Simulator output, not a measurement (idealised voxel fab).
process module | voxel plated lines
cross-section cut | 235 nm wide | cells 5 nm
A cross-section is a grid of square cells, given in bands from the top down. A band is one or more rows of cells.
Each band's line starts with the height of the band's top and of its bottom, in nm. Then come its materials from left to right, each with its width in nm. One material with "throughout" fills the band from edge to edge. "air" is empty space.
Height 0 is the level under which the wafer as received is all one material. The lowest band goes on downwards, as in "0 down".
A width such as "30 to 40" changes by the same amount from each row of cells to the next, from the band's top row to its bottom row.
"no change" after a step means that no cell of the cross-section changed.
closed voids: empty space of 8 cells or more with no open way to the top, each as width x height at its distance from the left edge, in nm
after a step's settings: what the simulator itself notes on the step
overlay nm, on a step with a mask: how far to the right of its planned place the mask lay; to the left if negative
plan
1 op RECEIVE | material Si
2 op CONFORMAL_DEP | material Al2O3 | thk nm 5
3 op DIRECTIONAL_DEP | material TiN | thk nm 5
4 op PATTERN | tone open | mask id LINES | material resist | width nm 25 | pitch nm 55 | thk nm 30 | overlay nm 0
5 op EPI | material Ru | thk nm 5
6 op EPI | material Ru | thk nm 5
7 op STRIP | etch materials resist
8 op DIRECTIONAL_ETCH | etch materials TiN | depth nm 5
9 op CONFORMAL_DEP | material SiN | thk nm 5
varied across the wafers: thk nm of step 9. The plan shows the first wafer's value. All wafers start alike
first wafer as received, after step 1
  0 down: Si throughout
  closed voids: none
each wafer at the end: cells of each material gained (+) or lost (-) since it was received, then its closed voids
thk nm 5 | +47 Al2O3 | +40 Ru | +71 SiN | +20 TiN | closed voids: none
thk nm 10 | +47 Al2O3 | +40 Ru | +142 SiN | +20 TiN | closed voids: none
thk nm 15 | +47 Al2O3 | +40 Ru | +213 SiN | +20 TiN | closed voids: none
thk nm 20 | +47 Al2O3 | +40 Ru | +266 SiN | +20 TiN | closed voids: none
thk nm 25 | +47 Al2O3 | +40 Ru | +316 SiN | +20 TiN | closed voids: none
